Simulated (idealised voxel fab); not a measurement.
Process module in this document: voxel ribs on slabs
Shown is cross-section cut, with a width of 265 nm and square cells of size 5 nm.
Throughout this document, each cross-section is represented as a grid of square cells and is presented as a sequence of bands enumerated from the top downward, where a band comprises one or more rows of cells. The entry gives the band's vertical extent as a top height and a bottom height in nm, then its horizontal make-up as materials from left to right, each with a width in nm. "air" stands for empty space; a single material marked "everywhere" fills the band edge to edge. It should be noted that heights are counted from 0, beneath which the wafer as supplied is of one material throughout, and that the lowest band possesses no lower boundary but continues downward, as written in "0 -> down". With a width like "30 to 40", each row of cells in the band differs from the next by the same amount, the top row carrying the first number and the bottom row the second. Basically "no change" means that step didn't change any cell in the cross-section. "Sealed voids" - sealed voids, min. 8 cells, no opening to top; format: width x height at distance (distance from left edge; nm throughout). On a step's line, text after the settings is the simulator commenting on that step. overlay nm: for a step with a mask, the amount by which the mask lay right of where it was planned; a negative amount means left of it.

## Process steps - plan
1,RECEIVE,material Si
2,DIRECTIONAL_DEP,material SiO2,thk nm 30
3,DIRECTIONAL_DEP,material polySi,thk nm 20
4,PATTERN,tone cover,mask id RIB,material resist,width nm 30,thk nm 15,overlay nm 0
5,DIRECTIONAL_ETCH,etch materials polySi,depth nm 5
6,STRIP,etch materials resist
7,MASKED_ETCH,tone cover,mask id SLAB,width nm 60,etch materials polySi,depth nm 15,overlay nm 0
8,FILL_DEP,material SiO2,thk nm 20
9,CMP,height nm 60
10,DIRECTIONAL_DEP,material TiN,thk nm 10
11,PATTERN,tone cover,mask id HEATER,material resist,width nm 40,thk nm 15,overlay nm 0
12,DIRECTIONAL_ETCH,etch materials TiN,depth nm 10
13,STRIP,etch materials resist
14,CONFORMAL_DEP,material SiN,thk nm 10

## The cross-section here shows the wafer as received, i.e. in its state after step 1
  0 -> down  Si everywhere
  Sealed voids: none

## Here's the cross-section of the first of our two wafers at the end of the module - it ran as planned
  80 -> 70  100 nm air | 60 nm SiN | 105 nm air
  70 -> 60  110 nm SiN | 40 nm TiN | 115 nm SiN
  60 -> 50  SiO2 everywhere
  50 -> 45  115 nm SiO2 | 30 nm polySi | 120 nm SiO2
  45 -> 30  100 nm SiO2 | 60 nm polySi | 105 nm SiO2
  30 -> 0  SiO2 everywhere
  0 -> down  Si everywhere
  Sealed voids: none

## Same start, same plan as the first wafer - but one mistake in the run. Cross-section of the second of the two at the end of the module
  80 -> 70  100 nm air | 60 nm SiN | 105 nm air
  70 -> 60  110 nm SiN | 40 nm TiN | 115 nm SiN
  60 -> 50  100 nm SiO2 | 60 nm polySi | 105 nm SiO2
  50 -> 30  polySi everywhere
  30 -> 0  SiO2 everywhere
  0 -> down  Si everywhere
  Sealed voids: none
Against the plan, the run slipped here: the plan had its step 3 run twice
Final cells, second wafer relative to first, materials higher or lower: SiO2 -194; polySi +194
